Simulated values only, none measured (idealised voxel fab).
The process module that follows is named voxel air gaps.
In the cross-section labelled cut, the width is 235 nm and each square cell is 5 nm.
This document writes a cross-section as a grid whose cells are square, and gives it as bands, listed from the top down; one or more rows of cells form a band.
First you get the band's top height and its bottom height, in nm, and then the materials it's made of, left to right, with each width in nm. If you see a single material with "all across", that one covers the band edge to edge. "air" is empty space.
Heights from 0 (as-received wafer is one material below). Bottom band endless downward, as "z 0 and below".
A two-number width, for instance "30..40", indicates that the width is equal to the first number in the top row of the band and to the second number in the bottom row, and that it changes by a constant amount per row of cells.
For the purposes of this document, the phrase "no alterations made" attached to a step denotes that no cell within the cross-section was modified by that step.
The entry titled "Closed cavity list" provides the empty spaces that have no open way to the top, restricted to those of 8 cells or more. Each is presented as width x height at distance, the distance being measured from the left edge, with all three in nm.
Heads up: the bit after the settings on a step's line is the simulator's remark on that step.
If you see "overlay nm" on a step's line and that step has a mask, it's telling you how far right of where it was planned the mask ended up; a negative number means it went left instead.
Process steps (planned)
1: RECEIVE, material Si
2: CONFORMAL_DEP, material SiO2, thk nm 10
3: CONFORMAL_DEP, material SiN, thk nm 5
4: DIRECTIONAL_DEP, material SiO2, thk nm 40
5: DIRECTIONAL_DEP, material aC, thk nm 15
6: PATTERN, tone open, mask id LINES, material resist, width nm 25, pitch nm 55, thk nm 30, overlay nm 0
7: DIRECTIONAL_ETCH, etch materials aC, depth nm 15
8: STRIP, etch materials resist
9: DIRECTIONAL_ETCH, etch materials SiO2, depth nm 40
10: STRIP, etch materials aC
11: CONFORMAL_DEP, material TiN, thk nm 5
12: FILL_DEP, material Cu, thk nm 5
13: CMP, height nm 55
14: EPI, material Ru, thk nm 10
15: SELECTIVE_ETCH, etch materials SiO2, depth nm 50
16: CONFORMAL_DEP, material SiCN, thk nm 5
Incoming wafer, cross-sectional view, post step 1
* z 0 and below: Si all across
* Closed cavity list: none
Final wafer profile in cross-section after the module, from the same start and plan as above, with one mistake made during processing
* z 60 to 55: 5 nm air / 220 nm SiCN / 10 nm air
* z 55 to 45: 5 nm air / 5 nm SiCN / 45 nm Ru / 10 nm SiCN / 45 nm Ru / 10 nm SiCN / 45 nm Ru / 10 nm SiCN / 45 nm Ru / 5 nm SiCN / 10 nm air
* z 45 to 40: 5 nm air / 15 nm SiCN / 5 nm TiN / 15 nm Cu / 5 nm TiN / 30 nm SiCN / 5 nm TiN / 15 nm Cu / 5 nm TiN / 30 nm SiCN / 5 nm TiN / 15 nm Cu / 5 nm TiN / 30 nm SiCN / 5 nm TiN / 15 nm Cu / 5 nm TiN / 15 nm SiCN / 10 nm air
* z 40 to 20: 15 nm air / 5 nm SiCN / 5 nm TiN / 15 nm Cu / 5 nm TiN / 5 nm SiCN / 20 nm air / 5 nm SiCN / 5 nm TiN / 15 nm Cu / 5 nm TiN / 5 nm SiCN / 20 nm air / 5 nm SiCN / 5 nm TiN / 15 nm Cu / 5 nm TiN / 5 nm SiCN / 20 nm air / 5 nm SiCN / 5 nm TiN / 15 nm Cu / 5 nm TiN / 5 nm SiCN / 20 nm air
* z 20 to 15: 20 nm SiCN / 25 nm TiN / 30 nm SiCN / 25 nm TiN / 30 nm SiCN / 25 nm TiN / 30 nm SiCN / 25 nm TiN / 25 nm SiCN
* z 15 to 10: SiN all across
* z 10 to 0: SiO2 all across
* z 0 and below: Si all across
* Closed cavity list: 20 x 20 at 50; 20 x 20 at 105; 20 x 20 at 160
Diagnosis: step 13 went in with a setting other than planned; the actual run was CMP, height nm 45
